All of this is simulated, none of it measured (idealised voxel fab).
This section sets out a process module, namely voxel self aligned vias.
Square cells of 5 nm make up the cross-section cut, whose width is 170 nm.
If you're reading a cross-section in this doc, picture square cells in a grid; it comes to you as bands, top ones listed first down to the bottom, and a band can be one or more rows of cells.
Read a band's entry like this: the first values are the height of its top and the height of its bottom in nm, and what follows is the sequence of materials from left to right, each with its width in nm. Note that "empty" is empty space, and that a single material marked "all across" reaches across the band from edge to edge.
Height is counted from the level 0, under which the received wafer is composed throughout of one material. The lowest of the bands is not closed at the bottom but continues downward, in the notation "0 nm and below".
Quick explanation for "30 to 40": the width changes in equal steps down the rows of cells, from the first number in the band's top row to the second number in its bottom row.
"remained the same" for a step: no cell of the cross-section changed in that step.
Look at "Voids lacking openings" for the closed voids: empty spaces with no open path to the top, sized 8 cells or up. Each is width x height at distance, distance from the left edge, all nm.
Whatever follows a step's settings on its line is a remark the simulator itself makes about that step.
overlay nm: where the mask lay relative to plan, measured to the right, on steps with a mask; negatives go left.
Planned process steps
| 1 | RECEIVE, material Si |
| 2 | CONFORMAL_DEP, material SiO2, thk nm 15 |
| 3 | CONFORMAL_DEP, material SiCN, thk nm 5 |
| 4 | DIRECTIONAL_DEP, material lowk, thk nm 30 |
| 5 | PATTERN, tone open, mask id LINES, material resist, width nm 25, pitch nm 50, thk nm 20, overlay nm 0 |
| 6 | DIRECTIONAL_ETCH, etch materials lowk, depth nm 30 |
| 7 | STRIP, etch materials resist |
| 8 | CONFORMAL_DEP, material TiN, thk nm 5 |
| 9 | FILL_DEP, material W, thk nm 5 |
| 10 | CMP, height nm 50 |
| 11 | SELECTIVE_ETCH, etch materials W Ru TiN, depth nm 5 |
| 12 | FILL_DEP, material SiN, thk nm 5 |
| 13 | CMP, height nm 50 |
| 14 | DIRECTIONAL_DEP, material lowk, thk nm 15 |
| 15 | MASKED_ETCH, tone open, mask id VIAS, width nm 35, pitch nm 100, etch materials lowk, depth nm 15, overlay nm 0 |
| 16 | MASKED_ETCH, tone open, mask id VIAS, width nm 35, pitch nm 100, etch materials SiN, depth nm 5, overlay nm 0 |
| 17 | CONFORMAL_DEP, material TiN, thk nm 5 |
| 18 | FILL_DEP, material W, thk nm 10 |
| 19 | CMP, height nm 65 |
| 20 | CONFORMAL_DEP, material SiN, thk nm 5 |
First wafer, two in total, run as planned
So this is the incoming wafer in cross-section - it's already been through step 1
* 0 nm and below  Si all across
* Voids lacking openings: none
How the wafer stands in section after step 2
* 15 nm to 0 nm  SiO2 all across
* All layers under 0 are left as they were.
How the wafer stands in section after step 3
* 20 nm to 15 nm  SiCN all across
* All layers under 15 are left as they were.
How the wafer stands in section after step 4
* 50 nm to 20 nm  lowk all across
* All layers under 20 are left as they were.
How the wafer stands in section after step 5
* 70 nm to 50 nm  resist 20; empty 25; resist 25; empty 25; resist 25; empty 25; resist 25
* All layers under 50 are left as they were.
How the wafer stands in section after step 6
* 70 nm to 50 nm  resist 20; empty 25; resist 25; empty 25; resist 25; empty 25; resist 25
* 50 nm to 20 nm  lowk 20; empty 25; lowk 25; empty 25; lowk 25; empty 25; lowk 25
* All layers under 20 are left as they were.
How the wafer stands in section after step 7
* 50 nm to 20 nm  lowk 20; empty 25; lowk 25; empty 25; lowk 25; empty 25; lowk 25
* All layers under 20 are left as they were.
How the wafer stands in section after step 8
* 55 nm to 50 nm  TiN 25; empty 15; TiN 35; empty 15; TiN 35; empty 15; TiN 30
* 50 nm to 25 nm  lowk 20; TiN 5; empty 15; TiN 5; lowk 25; TiN 5; empty 15; TiN 5; lowk 25; TiN 5; empty 15; TiN 5; lowk 25
* 25 nm to 20 nm  lowk 20; TiN 25; lowk 25; TiN 25; lowk 25; TiN 25; lowk 25
* All layers under 20 are left as they were.
How the wafer stands in section after step 9
* 60 nm to 55 nm  W all across
* 55 nm to 50 nm  TiN 25; W 15; TiN 35; W 15; TiN 35; W 15; TiN 30
* 50 nm to 25 nm  lowk 20; TiN 5; W 15; TiN 5; lowk 25; TiN 5; W 15; TiN 5; lowk 25; TiN 5; W 15; TiN 5; lowk 25
* All layers under 25 are left as they were.
How the wafer stands in section after step 10
* 50 nm to 25 nm  lowk 20; TiN 5; W 15; TiN 5; lowk 25; TiN 5; W 15; TiN 5; lowk 25; TiN 5; W 15; TiN 5; lowk 25
* All layers under 25 are left as they were.
How the wafer stands in section after step 11
* 50 nm to 45 nm  lowk 20; empty 25; lowk 25; empty 25; lowk 25; empty 25; lowk 25
* All layers under 45 are left as they were.
How the wafer stands in section after step 12
* 55 nm to 50 nm  SiN all across
* 50 nm to 45 nm  lowk 20; SiN 25; lowk 25; SiN 25; lowk 25; SiN 25; lowk 25
* All layers under 45 are left as they were.
How the wafer stands in section after step 13
* 50 nm to 45 nm  lowk 20; SiN 25; lowk 25; SiN 25; lowk 25; SiN 25; lowk 25
* All layers under 45 are left as they were.
How the wafer stands in section after step 14
* 65 nm to 50 nm  lowk all across
* All layers under 50 are left as they were.
How the wafer stands in section after step 15
* 65 nm to 50 nm  lowk 15; empty 35; lowk 65; empty 35; lowk 20
* All layers under 50 are left as they were.
How the wafer stands in section after step 16
* 65 nm to 50 nm  lowk 15; empty 35; lowk 65; empty 35; lowk 20
* 50 nm to 45 nm  lowk 20; empty 25; lowk 25; SiN 25; lowk 25; empty 25; lowk 25
* All layers under 45 are left as they were.
How the wafer stands in section after step 17
* 70 nm to 65 nm  TiN 20; empty 25; TiN 75; empty 25; TiN 25
* 65 nm to 55 nm  lowk 15; TiN 5; empty 25; TiN 5; lowk 65; TiN 5; empty 25; TiN 5; lowk 20
* 55 nm to 50 nm  lowk 15; TiN 10; empty 15; TiN 10; lowk 65; TiN 10; empty 15; TiN 10; lowk 20
* 50 nm to 45 nm  lowk 20; TiN 25; lowk 25; SiN 25; lowk 25; TiN 25; lowk 25
* All layers under 45 are left as they were.
How the wafer stands in section after step 18
* 80 nm to 70 nm  W all across
* 70 nm to 65 nm  TiN 20; W 25; TiN 75; W 25; TiN 25
* 65 nm to 55 nm  lowk 15; TiN 5; W 25; TiN 5; lowk 65; TiN 5; W 25; TiN 5; lowk 20
* 55 nm to 50 nm  lowk 15; TiN 10; W 15; TiN 10; lowk 65; TiN 10; W 15; TiN 10; lowk 20
* All layers under 50 are left as they were.
How the wafer stands in section after step 19
* 65 nm to 55 nm  lowk 15; TiN 5; W 25; TiN 5; lowk 65; TiN 5; W 25; TiN 5; lowk 20
* All layers under 55 are left as they were.
How the wafer stands in section after step 20
* 70 nm to 65 nm  SiN all across
* All layers under 65 are left as they were.
Second wafer: like start, like plan, one mistake. Through step 2 it matches the first wafer
Second wafer, cross-section, planned end of step 3
* 45 nm to 15 nm  lowk all across
* All layers under 15 are left as they were.
Second wafer, cross-section, planned end of step 4
* 50 nm to 45 nm  SiCN all across
* All layers under 45 are left as they were.
Second wafer, cross-section, planned end of step 5
* 70 nm to 50 nm  resist 20; empty 25; resist 25; empty 25; resist 25; empty 25; resist 25
* All layers under 50 are left as they were.
Second wafer, cross-section, planned end of step 6: remained the same
Second wafer, cross-section, planned end of step 7
* 50 nm to 45 nm  SiCN all across
* All layers under 45 are left as they were.
Second wafer, cross-section, planned end of step 8
* 55 nm to 50 nm  TiN all across
* All layers under 50 are left as they were.
Second wafer, cross-section, planned end of step 9
* 60 nm to 55 nm  W all across
* All layers under 55 are left as they were.
Second wafer, cross-section, planned end of step 10
* 50 nm to 45 nm  SiCN all across
* All layers under 45 are left as they were.
Second wafer, cross-section, planned end of step 11: remained the same
Second wafer, cross-section, planned end of step 12
* 55 nm to 50 nm  SiN all across
* All layers under 50 are left as they were.
Second wafer, cross-section, planned end of step 13
* 50 nm to 45 nm  SiCN all across
* All layers under 45 are left as they were.
Second wafer, cross-section, planned end of step 14
* 65 nm to 50 nm  lowk all across
* All layers under 50 are left as they were.
Second wafer, cross-section, planned end of step 15
* 65 nm to 50 nm  lowk 15; empty 35; lowk 65; empty 35; lowk 20
* All layers under 50 are left as they were.
Second wafer, cross-section, planned end of step 16: remained the same
Second wafer, cross-section, planned end of step 17
* 70 nm to 65 nm  TiN 20; empty 25; TiN 75; empty 25; TiN 25
* 65 nm to 55 nm  lowk 15; TiN 5; empty 25; TiN 5; lowk 65; TiN 5; empty 25; TiN 5; lowk 20
* 55 nm to 50 nm  lowk 15; TiN 35; lowk 65; TiN 35; lowk 20
* All layers under 50 are left as they were.
Second wafer, cross-section, planned end of step 18
* 80 nm to 70 nm  W all across
* 70 nm to 65 nm  TiN 20; W 25; TiN 75; W 25; TiN 25
* 65 nm to 55 nm  lowk 15; TiN 5; W 25; TiN 5; lowk 65; TiN 5; W 25; TiN 5; lowk 20
* All layers under 55 are left as they were.
Second wafer, cross-section, planned end of step 19
* 65 nm to 55 nm  lowk 15; TiN 5; W 25; TiN 5; lowk 65; TiN 5; W 25; TiN 5; lowk 20
* All layers under 55 are left as they were.
Second wafer, cross-section, planned end of step 20
* 70 nm to 65 nm  SiN all across
* All layers under 65 are left as they were.
Where did the run depart from the plan? the intended sequence of steps 3 and 4 was reversed during processing, with each occupying the position of the other
at the end the second wafer has, in cells: SiN: 5 fewer, TiN: 43 fewer, W: 42 fewer, lowk: 90 more
